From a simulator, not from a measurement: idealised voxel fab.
process module | voxel wiring stack
Pictured: cross-section cut, 170 nm wide, on a grid of 5 nm square cells.
This document writes a cross-section as a grid whose cells are square, and gives it as bands, listed from the top down; one or more rows of cells form a band. It is stipulated that each band's entry specify, in nanometres, the height of the top of the band and then that of its bottom, followed by the materials of the band in left-to-right sequence, each together with its width in nanometres. A single material marked by the word "all across" is understood to fill the band from edge to edge; the word "air" is understood to denote empty space. Counting heights begins at 0, where everything beneath is, in the wafer as received, one material. The lowest band has no bottom; it goes on downwards, as "top 0, no bottom" shows. Note: "30 to 40" means the width goes from the first number (top row of the band) to the second number (bottom row) in equal steps per row of cells. Where the words "stayed the same" appear for a step, the cross-section shows no cell changed by that step; every cell remained as before. "Sealed internal voids" enumerates empty spaces isolated from the top, with no open way to it, that contain at least 8 cells, giving each as width x height at distance from the left edge, all three in nm. Heads up: the bit after the settings on a step's line is the simulator's remark on that step. overlay nm, on a step with a mask: how far to the right of its planned place the mask lay; to the left if negative. Read the rest as pairs. Take the cross-section before one process step, then the cross-section after it, which shows only down to the lowest band that changed. Under the pair, find the step between them and its settings. Bear in mind that pairs may come from different runs of this module on the same starting wafer: link a pair to the pair above it only where its entry headed "Pre-step geometry" says to.

Pre-step geometry
  top 80, bottom 55 | air=55, Ru=20, air=20, Ru=20, air=55
  top 55, bottom 50 | air=55, TiN=20, air=20, TiN=20, air=55
  top 50, bottom 40 | lowk=50, TiN=5, W=5, TiN=5, lowk=105
  top 40, bottom 35 | SiCN=50, TiN=15, SiCN=105
  top 35, bottom 20 | lowk=45, SiCN=5, Ru=25, SiCN=5, lowk=5, SiCN=5, Ru=25, SiCN=5, lowk=50
  top 20, bottom 15 | SiCN=50, TiN=25, SiCN=15, TiN=25, SiCN=55
  top 15, bottom 0 | SiO2 all across
  top 0, no bottom | Si all across
  Sealed internal voids: none

Step Result
  top 85, bottom 80 | lowk all across
  top 80, bottom 55 | lowk=55, Ru=20, lowk=20, Ru=20, lowk=55
  top 55, bottom 50 | lowk=55, TiN=20, lowk=20, TiN=20, lowk=55
  Below 50, no change.
  Sealed internal voids: none
In between the before and after cross-sections above, the step is FILL_DEP,material lowk,thk nm 5

Pre-step geometry: unchanged from the after cross-section in the pair immediately above; refer to that figure.

Step Result
  top 80, bottom 55 | lowk=55, Ru=20, lowk=20, Ru=20, lowk=55
  Below 55, no change.
  Sealed internal voids: none
In between the before and after cross-sections above, the step is CMP,height nm 80

Pre-step geometry: unchanged from the after cross-section in the pair immediately above; refer to that figure.

Step Result
  top 85, bottom 80 | SiCN all across
  Below 80, no change.
  Sealed internal voids: none
In between the before and after cross-sections above, the step is CONFORMAL_DEP,material SiCN,thk nm 5

Pre-step geometry: unchanged from the after cross-section in the pair immediately above; refer to that figure.

Step Result
  top 110, bottom 85 | SiO2 all across
  Below 85, no change.
  Sealed internal voids: none
In between the before and after cross-sections above, the step is DIRECTIONAL_DEP,material SiO2,thk nm 25

Pre-step geometry: unchanged from the after cross-section in the pair immediately above; refer to that figure.

Step Result
  top 125, bottom 110 | resist=50, air=15, resist=105
  Below 110, no change.
  Sealed internal voids: none
In between the before and after cross-sections above, the step is PATTERN,tone open,mask id METAL_3_HOLES,material resist,width nm 15,thk nm 15,overlay nm 0

Pre-step geometry: unchanged from the after cross-section in the pair immediately above; refer to that figure.

Step Result
  top 125, bottom 110 | resist=50, air=15, resist=105
  top 110, bottom 85 | SiO2=50, air=15, SiO2=105
  Below 85, no change.
  Sealed internal voids: none
In between the before and after cross-sections above, the step is DIRECTIONAL_ETCH,etch materials SiO2,depth nm 25

Pre-step geometry: unchanged from the after cross-section in the pair immediately above; refer to that figure.

Step Result
  top 110, bottom 85 | SiO2=50, air=15, SiO2=105
  Below 85, no change.
  Sealed internal voids: none
In between the before and after cross-sections above, the step is STRIP,etch materials resist

Pre-step geometry: unchanged from the after cross-section in the pair immediately above; refer to that figure.

Step Result
  top 125, bottom 110 | resist=50, air=25, resist=15, air=25, resist=55
  Below 110, no change.
  Sealed internal voids: none
In between the before and after cross-sections above, the step is PATTERN,tone open,mask id METAL_3,material resist,width nm 25,pitch nm 40,thk nm 15,overlay nm 0

Pre-step geometry: unchanged from the after cross-section in the pair immediately above; refer to that figure.

Step Result
  top 125, bottom 110 | resist=50, air=25, resist=15, air=25, resist=55
  top 110, bottom 95 | SiO2=50, air=25, SiO2=15, air=25, SiO2=55
  Below 95, no change.
  Sealed internal voids: none
In between the before and after cross-sections above, the step is DIRECTIONAL_ETCH,etch materials SiO2,depth nm 15

Pre-step geometry: unchanged from the after cross-section in the pair immediately above; refer to that figure.

Step Result
  top 125, bottom 110 | resist=50, air=25, resist=15, air=25, resist=55
  top 110, bottom 95 | SiO2=50, air=25, SiO2=15, air=25, SiO2=55
  top 95, bottom 85 | SiO2=50, air=15, SiO2=105
  top 85, bottom 80 | SiCN=50, air=15, SiCN=105
  Below 80, no change.
  Sealed internal voids: none
In between the before and after cross-sections above, the step is DIRECTIONAL_ETCH,etch materials SiCN,depth nm 5

Pre-step geometry: unchanged from the after cross-section in the pair immediately above; refer to that figure.

Step Result
  top 110, bottom 95 | SiO2=50, air=25, SiO2=15, air=25, SiO2=55
  Below 95, no change.
  Sealed internal voids: none
In between the before and after cross-sections above, the step is STRIP,etch materials resist

Pre-step geometry: unchanged from the after cross-section in the pair immediately above; refer to that figure.

Step Result
  top 115, bottom 110 | TiN=55, air=15, TiN=25, air=15, TiN=60
  top 110, bottom 100 | SiO2=50, TiN=5, air=15, TiN=5, SiO2=15, TiN=5, air=15, TiN=5, SiO2=55
  top 100, bottom 95 | SiO2=50, TiN=5, air=5, TiN=15, SiO2=15, TiN=25, SiO2=55
  top 95, bottom 85 | SiO2=50, TiN=5, air=5, TiN=5, SiO2=105
  top 85, bottom 80 | SiCN=50, TiN=15, SiCN=105
  Below 80, no change.
  Sealed internal voids: none
In between the before and after cross-sections above, the step is CONFORMAL_DEP,material TiN,thk nm 5

Pre-step geometry: unchanged from the after cross-section in the pair immediately above; refer to that figure.

Step Result
  top 125, bottom 115 | Cu all across
  top 115, bottom 110 | TiN=55, Cu=15, TiN=25, Cu=15, TiN=60
  top 110, bottom 100 | SiO2=50, TiN=5, Cu=15, TiN=5, SiO2=15, TiN=5, Cu=15, TiN=5, SiO2=55
  top 100, bottom 95 | SiO2=50, TiN=5, Cu=5, TiN=15, SiO2=15, TiN=25, SiO2=55
  top 95, bottom 85 | SiO2=50, TiN=5, Cu=5, TiN=5, SiO2=105
  Below 85, no change.
  Sealed internal voids: none
In between the before and after cross-sections above, the step is FILL_DEP,material Cu,thk nm 10

Pre-step geometry: unchanged from the after cross-section in the pair immediately above; refer to that figure.

Step Result
  top 110, bottom 100 | SiO2=50, TiN=5, Cu=15, TiN=5, SiO2=15, TiN=5, Cu=15, TiN=5, SiO2=55
  Below 100, no change.
  Sealed internal voids: none
In between the before and after cross-sections above, the step is CMP,height nm 110

Pre-step geometry: unchanged from the after cross-section in the pair immediately above; refer to that figure.

Step Result
  top 115, bottom 110 | SiN all across
  Below 110, no change.
  Sealed internal voids: none
In between the before and after cross-sections above, the step is CONFORMAL_DEP,material SiN,thk nm 5

Pre-step geometry
  top 50, bottom 40 | lowk all across
  top 40, bottom 35 | SiCN all across
  top 35, bottom 20 | lowk=45, SiCN=5, Ru=25, SiCN=5, lowk=5, SiCN=5, Ru=25, SiCN=5, lowk=50
  top 20, bottom 15 | SiCN=50, TiN=25, SiCN=15, TiN=25, SiCN=55
  top 15, bottom 0 | SiO2 all across
  top 0, no bottom | Si all across
  Sealed internal voids: none

Step Result
  top 70, bottom 50 | resist=45, air=15, resist=110
  Below 50, no change.
  Sealed internal voids: none
In between the before and after cross-sections above, the step is PATTERN,tone open,mask id PLUG_1,material resist,width nm 15,thk nm 20,overlay nm -5

Pre-step geometry: unchanged from the after cross-section in the pair immediately above; refer to that figure.

Step Result
  top 70, bottom 50 | resist=45, air=15, resist=110
  top 50, bottom 40 | lowk=45, air=15, lowk=110
  Below 40, no change.
  Sealed internal voids: none
In between the before and after cross-sections above, the step is DIRECTIONAL_ETCH,etch materials lowk,depth nm 10

Pre-step geometry: unchanged from the after cross-section in the pair immediately above; refer to that figure.

Step Result
  top 70, bottom 50 | resist=45, air=15, resist=110
  top 50, bottom 40 | lowk=45, air=15, lowk=110
  top 40, bottom 35 | SiCN=45, air=15, SiCN=110
  Below 35, no change.
  Sealed internal voids: none
In between the before and after cross-sections above, the step is DIRECTIONAL_ETCH,etch materials SiCN,depth nm 5

Pre-step geometry: unchanged from the after cross-section in the pair immediately above; refer to that figure.

Step Result
  top 50, bottom 40 | lowk=45, air=15, lowk=110
  Below 40, no change.
  Sealed internal voids: none
In between the before and after cross-sections above, the step is STRIP,etch materials resist

Pre-step geometry: unchanged from the after cross-section in the pair immediately above; refer to that figure.

Step Result
  top 55, bottom 50 | TiN=50, air=5, TiN=115
  top 50, bottom 40 | lowk=45, TiN=5, air=5, TiN=5, lowk=110
  top 40, bottom 35 | SiCN=45, TiN=15, SiCN=110
  Below 35, no change.
  Sealed internal voids: none
In between the before and after cross-sections above, the step is CONFORMAL_DEP,material TiN,thk nm 5

Pre-step geometry: unchanged from the after cross-section in the pair immediately above; refer to that figure.

Step Result
  top 65, bottom 55 | W all across
  top 55, bottom 50 | TiN=50, W=5, TiN=115
  top 50, bottom 40 | lowk=45, TiN=5, W=5, TiN=5, lowk=110
  Below 40, no change.
  Sealed internal voids: none
In between the before and after cross-sections above, the step is FILL_DEP,material W,thk nm 10

Pre-step geometry: unchanged from the after cross-section in the pair immediately above; refer to that figure.

Step Result
  top 50, bottom 40 | lowk=45, TiN=5, W=5, TiN=5, lowk=110
  Below 40, no change.
  Sealed internal voids: none
In between the before and after cross-sections above, the step is CMP,height nm 50

Pre-step geometry: unchanged from the after cross-section in the pair immediately above; refer to that figure.

Step Result
  top 55, bottom 50 | TiN all across
  Below 50, no change.
  Sealed internal voids: none
In between the before and after cross-sections above, the step is DIRECTIONAL_DEP,material TiN,thk nm 5

Pre-step geometry: unchanged from the after cross-section in the pair immediately above; refer to that figure.

Step Result
  top 80, bottom 55 | Ru all across
  Below 55, no change.
  Sealed internal voids: none
In between the before and after cross-sections above, the step is DIRECTIONAL_DEP,material Ru,thk nm 25

Pre-step geometry: unchanged from the after cross-section in the pair immediately above; refer to that figure.

Step Result
  top 95, bottom 80 | aC all across
  Below 80, no change.
  Sealed internal voids: none
In between the before and after cross-sections above, the step is DIRECTIONAL_DEP,material aC,thk nm 15

Pre-step geometry: unchanged from the after cross-section in the pair immediately above; refer to that figure.

Step Result
  top 125, bottom 95 | air=50, resist=25, air=15, resist=25, air=55
  Below 95, no change.
  Sealed internal voids: none
In between the before and after cross-sections above, the step is PATTERN,tone cover,mask id METAL_2,material resist,width nm 25,pitch nm 40,thk nm 30,overlay nm 0

Pre-step geometry: unchanged from the after cross-section in the pair immediately above; refer to that figure.

Step Result
  top 110, bottom 95 | air=50, resist=25, air=15, resist=25, air=55
  top 95, bottom 80 | air=50, aC=25, air=15, aC=25, air=55
  Below 80, no change.
  Sealed internal voids: none
In between the before and after cross-sections above, the step is DIRECTIONAL_ETCH,etch materials aC,depth nm 15

Pre-step geometry: unchanged from the after cross-section in the pair immediately above; refer to that figure.

Step Result
  top 95, bottom 80 | air=50, aC=25, air=15, aC=25, air=55
  Below 80, no change.
  Sealed internal voids: none
In between the before and after cross-sections above, the step is STRIP,etch materials resist

Pre-step geometry: unchanged from the after cross-section in the pair immediately above; refer to that figure.

Step Result
  top 95, bottom 80 | air=50, aC=25, air=15, aC=25, air=55
  top 80, bottom 55 | air=50, Ru=25, air=15, Ru=25, air=55
  Below 55, no change.
  Sealed internal voids: none
In between the before and after cross-sections above, the step is DIRECTIONAL_ETCH,etch materials Ru,depth nm 25

Pre-step geometry: unchanged from the after cross-section in the pair immediately above; refer to that figure.

Step Result
  top 95, bottom 80 | air=50, aC=25, air=15, aC=25, air=55
  top 80, bottom 55 | air=50, Ru=25, air=15, Ru=25, air=55
  top 55, bottom 50 | air=50, TiN=25, air=15, TiN=25, air=55
  Below 50, no change.
  Sealed internal voids: none
In between the before and after cross-sections above, the step is DIRECTIONAL_ETCH,etch materials TiN,depth nm 5

Pre-step geometry: unchanged from the after cross-section in the pair immediately above; refer to that figure.

Step Result
  top 80, bottom 55 | air=50, Ru=25, air=15, Ru=25, air=55
  Below 55, no change.
  Sealed internal voids: none
In between the before and after cross-sections above, the step is STRIP,etch materials aC

Pre-step geometry: unchanged from the after cross-section in the pair immediately above; refer to that figure.

Step Result
  top 85, bottom 80 | lowk all across
  top 80, bottom 55 | lowk=50, Ru=25, lowk=15, Ru=25, lowk=55
  top 55, bottom 50 | lowk=50, TiN=25, lowk=15, TiN=25, lowk=55
  Below 50, no change.
  Sealed internal voids: none
In between the before and after cross-sections above, the step is FILL_DEP,material lowk,thk nm 5

Pre-step geometry: unchanged from the after cross-section in the pair immediately above; refer to that figure.

Step Result
  top 80, bottom 55 | lowk=50, Ru=25, lowk=15, Ru=25, lowk=55
  Below 55, no change.
  Sealed internal voids: none
In between the before and after cross-sections above, the step is CMP,height nm 80

Pre-step geometry: unchanged from the after cross-section in the pair immediately above; refer to that figure.

Step Result
  top 85, bottom 80 | SiCN all across
  Below 80, no change.
  Sealed internal voids: none
In between the before and after cross-sections above, the step is CONFORMAL_DEP,material SiCN,thk nm 5

Pre-step geometry: unchanged from the after cross-section in the pair immediately above; refer to that figure.

Step Result
  top 110, bottom 85 | SiO2 all across
  Below 85, no change.
  Sealed internal voids: none
In between the before and after cross-sections above, the step is DIRECTIONAL_DEP,material SiO2,thk nm 25

Pre-step geometry: unchanged from the after cross-section in the pair immediately above; refer to that figure.

Step Result
  top 125, bottom 110 | resist=50, air=15, resist=105
  Below 110, no change.
  Sealed internal voids: none
In between the before and after cross-sections above, the step is PATTERN,tone open,mask id METAL_3_HOLES,material resist,width nm 15,thk nm 15,overlay nm 0

Pre-step geometry: unchanged from the after cross-section in the pair immediately above; refer to that figure.

Step Result
  top 125, bottom 110 | resist=50, air=15, resist=105
  top 110, bottom 85 | SiO2=50, air=15, SiO2=105
  Below 85, no change.
  Sealed internal voids: none
In between the before and after cross-sections above, the step is DIRECTIONAL_ETCH,etch materials SiO2,depth nm 25

Pre-step geometry: unchanged from the after cross-section in the pair immediately above; refer to that figure.

Step Result
  top 110, bottom 85 | SiO2=50, air=15, SiO2=105
  Below 85, no change.
  Sealed internal voids: none
In between the before and after cross-sections above, the step is STRIP,etch materials resist

Pre-step geometry: unchanged from the after cross-section in the pair immediately above; refer to that figure.

Step Result
  top 125, bottom 110 | resist=50, air=25, resist=15, air=25, resist=55
  Below 110, no change.
  Sealed internal voids: none
In between the before and after cross-sections above, the step is PATTERN,tone open,mask id METAL_3,material resist,width nm 25,pitch nm 40,thk nm 15,overlay nm 0

Pre-step geometry: unchanged from the after cross-section in the pair immediately above; refer to that figure.

Step Result
  top 125, bottom 110 | resist=50, air=25, resist=15, air=25, resist=55
  top 110, bottom 95 | SiO2=50, air=25, SiO2=15, air=25, SiO2=55
  Below 95, no change.
  Sealed internal voids: none
In between the before and after cross-sections above, the step is DIRECTIONAL_ETCH,etch materials SiO2,depth nm 15

Pre-step geometry: unchanged from the after cross-section in the pair immediately above; refer to that figure.

Step Result
  top 125, bottom 110 | resist=50, air=25, resist=15, air=25, resist=55
  top 110, bottom 95 | SiO2=50, air=25, SiO2=15, air=25, SiO2=55
  top 95, bottom 85 | SiO2=50, air=15, SiO2=105
  top 85, bottom 80 | SiCN=50, air=15, SiCN=105
  Below 80, no change.
  Sealed internal voids: none
In between the before and after cross-sections above, the step is DIRECTIONAL_ETCH,etch materials SiCN,depth nm 5

Pre-step geometry: unchanged from the after cross-section in the pair immediately above; refer to that figure.

Step Result
  top 110, bottom 95 | SiO2=50, air=25, SiO2=15, air=25, SiO2=55
  Below 95, no change.
  Sealed internal voids: none
In between the before and after cross-sections above, the step is STRIP,etch materials resist

Pre-step geometry: unchanged from the after cross-section in the pair immediately above; refer to that figure.

Step Result
  top 115, bottom 110 | TiN=55, air=15, TiN=25, air=15, TiN=60
  top 110, bottom 100 | SiO2=50, TiN=5, air=15, TiN=5, SiO2=15, TiN=5, air=15, TiN=5, SiO2=55
  top 100, bottom 95 | SiO2=50, TiN=5, air=5, TiN=15, SiO2=15, TiN=25, SiO2=55
  top 95, bottom 85 | SiO2=50, TiN=5, air=5, TiN=5, SiO2=105
  top 85, bottom 80 | SiCN=50, TiN=15, SiCN=105
  Below 80, no change.
  Sealed internal voids: none
In between the before and after cross-sections above, the step is CONFORMAL_DEP,material TiN,thk nm 5

Pre-step geometry: unchanged from the after cross-section in the pair immediately above; refer to that figure.

Step Result
  top 125, bottom 115 | Cu all across
  top 115, bottom 110 | TiN=55, Cu=15, TiN=25, Cu=15, TiN=60
  top 110, bottom 100 | SiO2=50, TiN=5, Cu=15, TiN=5, SiO2=15, TiN=5, Cu=15, TiN=5, SiO2=55
  top 100, bottom 95 | SiO2=50, TiN=5, Cu=5, TiN=15, SiO2=15, TiN=25, SiO2=55
  top 95, bottom 85 | SiO2=50, TiN=5, Cu=5, TiN=5, SiO2=105
  Below 85, no change.
  Sealed internal voids: none
In between the before and after cross-sections above, the step is FILL_DEP,material Cu,thk nm 10

Pre-step geometry: unchanged from the after cross-section in the pair immediately above; refer to that figure.

Step Result
  top 110, bottom 100 | SiO2=50, TiN=5, Cu=15, TiN=5, SiO2=15, TiN=5, Cu=15, TiN=5, SiO2=55
  Below 100, no change.
  Sealed internal voids: none
In between the before and after cross-sections above, the step is CMP,height nm 110

Pre-step geometry: unchanged from the after cross-section in the pair immediately above; refer to that figure.

Step Result
  top 115, bottom 110 | SiN all across
  Below 110, no change.
  Sealed internal voids: none
In between the before and after cross-sections above, the step is CONFORMAL_DEP,material SiN,thk nm 5

Pre-step geometry
  top 80, bottom 55 | lowk=50, Ru=25, lowk=15, Ru=25, lowk=55
  top 55, bottom 50 | lowk=50, TiN=25, lowk=15, TiN=25, lowk=55
  top 50, bottom 40 | lowk=50, TiN=5, W=5, TiN=5, lowk=105
  top 40, bottom 35 | SiCN=50, TiN=15, SiCN=105
  top 35, bottom 20 | lowk=45, SiCN=5, Ru=25, SiCN=5, lowk=5, SiCN=5, Ru=25, SiCN=5, lowk=50
  top 20, bottom 15 | SiCN=50, TiN=25, SiCN=15, TiN=25, SiCN=55
  top 15, bottom 0 | SiO2 all across
  top 0, no bottom | Si all across
  Sealed internal voids: none

Step Result
  top 85, bottom 80 | aC all across
  Below 80, no change.
  Sealed internal voids: none
In between the before and after cross-sections above, the step is CONFORMAL_DEP,material aC,thk nm 5

Pre-step geometry: unchanged from the after cross-section in the pair immediately above; refer to that figure.

Step Result
  top 110, bottom 85 | SiO2 all across
  Below 85, no change.
  Sealed internal voids: none
In between the before and after cross-sections above, the step is DIRECTIONAL_DEP,material SiO2,thk nm 25

Pre-step geometry: unchanged from the after cross-section in the pair immediately above; refer to that figure.

Step Result
  top 125, bottom 110 | resist=50, air=15, resist=105
  Below 110, no change.
  Sealed internal voids: none
In between the before and after cross-sections above, the step is PATTERN,tone open,mask id METAL_3_HOLES,material resist,width nm 15,thk nm 15,overlay nm 0

Pre-step geometry: unchanged from the after cross-section in the pair immediately above; refer to that figure.

Step Result
  top 125, bottom 110 | resist=50, air=15, resist=105
  top 110, bottom 85 | SiO2=50, air=15, SiO2=105
  Below 85, no change.
  Sealed internal voids: none
In between the before and after cross-sections above, the step is DIRECTIONAL_ETCH,etch materials SiO2,depth nm 25

Pre-step geometry: unchanged from the after cross-section in the pair immediately above; refer to that figure.

Step Result
  top 110, bottom 85 | SiO2=50, air=15, SiO2=105
  Below 85, no change.
  Sealed internal voids: none
In between the before and after cross-sections above, the step is STRIP,etch materials resist

Pre-step geometry: unchanged from the after cross-section in the pair immediately above; refer to that figure.

Step Result
  top 125, bottom 110 | resist=50, air=25, resist=15, air=25, resist=55
  Below 110, no change.
  Sealed internal voids: none
In between the before and after cross-sections above, the step is PATTERN,tone open,mask id METAL_3,material resist,width nm 25,pitch nm 40,thk nm 15,overlay nm 0

Pre-step geometry: unchanged from the after cross-section in the pair immediately above; refer to that figure.

Step Result
  top 125, bottom 110 | resist=50, air=25, resist=15, air=25, resist=55
  top 110, bottom 95 | SiO2=50, air=25, SiO2=15, air=25, SiO2=55
  Below 95, no change.
  Sealed internal voids: none
In between the before and after cross-sections above, the step is DIRECTIONAL_ETCH,etch materials SiO2,depth nm 15

Pre-step geometry: unchanged from the after cross-section in the pair immediately above; refer to that figure.

Step Result
  top 110, bottom 95 | SiO2=50, air=25, SiO2=15, air=25, SiO2=55
  Below 95, no change.
  Sealed internal voids: none
In between the before and after cross-sections above, the step is STRIP,etch materials resist

Pre-step geometry: unchanged from the after cross-section in the pair immediately above; refer to that figure.

Step Result
  top 115, bottom 110 | TiN=55, air=15, TiN=25, air=15, TiN=60
  top 110, bottom 100 | SiO2=50, TiN=5, air=15, TiN=5, SiO2=15, TiN=5, air=15, TiN=5, SiO2=55
  top 100, bottom 95 | SiO2=50, TiN=5, air=5, TiN=15, SiO2=15, TiN=25, SiO2=55
  top 95, bottom 90 | SiO2=50, TiN=5, air=5, TiN=5, SiO2=105
  top 90, bottom 85 | SiO2=50, TiN=15, SiO2=105
  Below 85, no change.
  Sealed internal voids: none
In between the before and after cross-sections above, the step is CONFORMAL_DEP,material TiN,thk nm 5

Pre-step geometry: unchanged from the after cross-section in the pair immediately above; refer to that figure.

Step Result
  top 125, bottom 115 | Cu all across
  top 115, bottom 110 | TiN=55, Cu=15, TiN=25, Cu=15, TiN=60
  top 110, bottom 100 | SiO2=50, TiN=5, Cu=15, TiN=5, SiO2=15, TiN=5, Cu=15, TiN=5, SiO2=55
  top 100, bottom 95 | SiO2=50, TiN=5, Cu=5, TiN=15, SiO2=15, TiN=25, SiO2=55
  top 95, bottom 90 | SiO2=50, TiN=5, Cu=5, TiN=5, SiO2=105
  Below 90, no change.
  Sealed internal voids: none
In between the before and after cross-sections above, the step is FILL_DEP,material Cu,thk nm 10

Pre-step geometry: unchanged from the after cross-section in the pair immediately above; refer to that figure.

Step Result
  top 110, bottom 100 | SiO2=50, TiN=5, Cu=15, TiN=5, SiO2=15, TiN=5, Cu=15, TiN=5, SiO2=55
  Below 100, no change.
  Sealed internal voids: none
In between the before and after cross-sections above, the step is CMP,height nm 110

Pre-step geometry: unchanged from the after cross-section in the pair immediately above; refer to that figure.

Step Result
  top 115, bottom 110 | SiN all across
  Below 110, no change.
  Sealed internal voids: none
In between the before and after cross-sections above, the step is CONFORMAL_DEP,material SiN,thk nm 5

Pre-step geometry
  top 110, bottom 85 | SiO2=50, air=15, SiO2=105
  top 85, bottom 80 | SiCN all across
  top 80, bottom 55 | lowk=50, Ru=25, lowk=15, Ru=25, lowk=55
  top 55, bottom 50 | lowk=50, TiN=25, lowk=15, TiN=25, lowk=55
  top 50, bottom 40 | lowk=50, TiN=5, W=5, TiN=5, lowk=105
  top 40, bottom 35 | SiCN=50, TiN=15, SiCN=105
  top 35, bottom 20 | lowk=45, SiCN=5, Ru=25, SiCN=5, lowk=5, SiCN=5, Ru=25, SiCN=5, lowk=50
  top 20, bottom 15 | SiCN=50, TiN=25, SiCN=15, TiN=25, SiCN=55
  top 15, bottom 0 | SiO2 all across
  top 0, no bottom | Si all across
  Sealed internal voids: none

Step Result
  top 125, bottom 110 | air=50, resist=25, air=15, resist=25, air=55
  top 110, bottom 85 | SiO2=50, resist=15, SiO2=105
  Below 85, no change.
  Sealed internal voids: none
In between the before and after cross-sections above, the step is PATTERN,tone cover,mask id METAL_3,material resist,width nm 25,pitch nm 40,thk nm 15,overlay nm 0

Pre-step geometry: unchanged from the after cross-section in the pair immediately above; refer to that figure.

Step Result
  top 125, bottom 110 | air=50, resist=25, air=15, resist=25, air=55
  top 110, bottom 95 | air=50, resist=15, SiO2=10, air=15, SiO2=25, air=55
  Below 95, no change.
  Sealed internal voids: none
In between the before and after cross-sections above, the step is DIRECTIONAL_ETCH,etch materials SiO2,depth nm 15

Pre-step geometry: unchanged from the after cross-section in the pair immediately above; refer to that figure.

Step Result
  top 110, bottom 95 | air=65, SiO2=10, air=15, SiO2=25, air=55
  top 95, bottom 85 | SiO2=50, air=15, SiO2=105
  Below 85, no change.
  Sealed internal voids: none
In between the before and after cross-sections above, the step is STRIP,etch materials resist

Pre-step geometry: unchanged from the after cross-section in the pair immediately above; refer to that figure.

Step Result
  top 115, bottom 110 | air=60, TiN=20, air=5, TiN=35, air=50
  top 110, bottom 100 | air=60, TiN=5, SiO2=10, TiN=5, air=5, TiN=5, SiO2=25, TiN=5, air=50
  top 100, bottom 95 | TiN=55, air=5, TiN=5, SiO2=10, TiN=15, SiO2=25, TiN=55
  top 95, bottom 90 | SiO2=50, TiN=5, air=5, TiN=5, SiO2=105
  top 90, bottom 85 | SiO2=50, TiN=15, SiO2=105
  Below 85, no change.
  Sealed internal voids: none
In between the before and after cross-sections above, the step is CONFORMAL_DEP,material TiN,thk nm 5

Pre-step geometry: unchanged from the after cross-section in the pair immediately above; refer to that figure.

Step Result
  top 125, bottom 115 | Cu all across
  top 115, bottom 110 | Cu=60, TiN=20, Cu=5, TiN=35, Cu=50
  top 110, bottom 100 | Cu=60, TiN=5, SiO2=10, TiN=5, Cu=5, TiN=5, SiO2=25, TiN=5, Cu=50
  top 100, bottom 95 | TiN=55, Cu=5, TiN=5, SiO2=10, TiN=15, SiO2=25, TiN=55
  top 95, bottom 90 | SiO2=50, TiN=5, Cu=5, TiN=5, SiO2=105
  Below 90, no change.
  Sealed internal voids: none
In between the before and after cross-sections above, the step is FILL_DEP,material Cu,thk nm 10

Pre-step geometry: unchanged from the after cross-section in the pair immediately above; refer to that figure.

Step Result
  top 110, bottom 100 | Cu=60, TiN=5, SiO2=10, TiN=5, Cu=5, TiN=5, SiO2=25, TiN=5, Cu=50
  Below 100, no change.
  Sealed internal voids: none
In between the before and after cross-sections above, the step is CMP,height nm 110

Pre-step geometry: unchanged from the after cross-section in the pair immediately above; refer to that figure.

Step Result
  top 115, bottom 110 | SiN all across
  Below 110, no change.
  Sealed internal voids: none
In between the before and after cross-sections above, the step is CONFORMAL_DEP,material SiN,thk nm 5
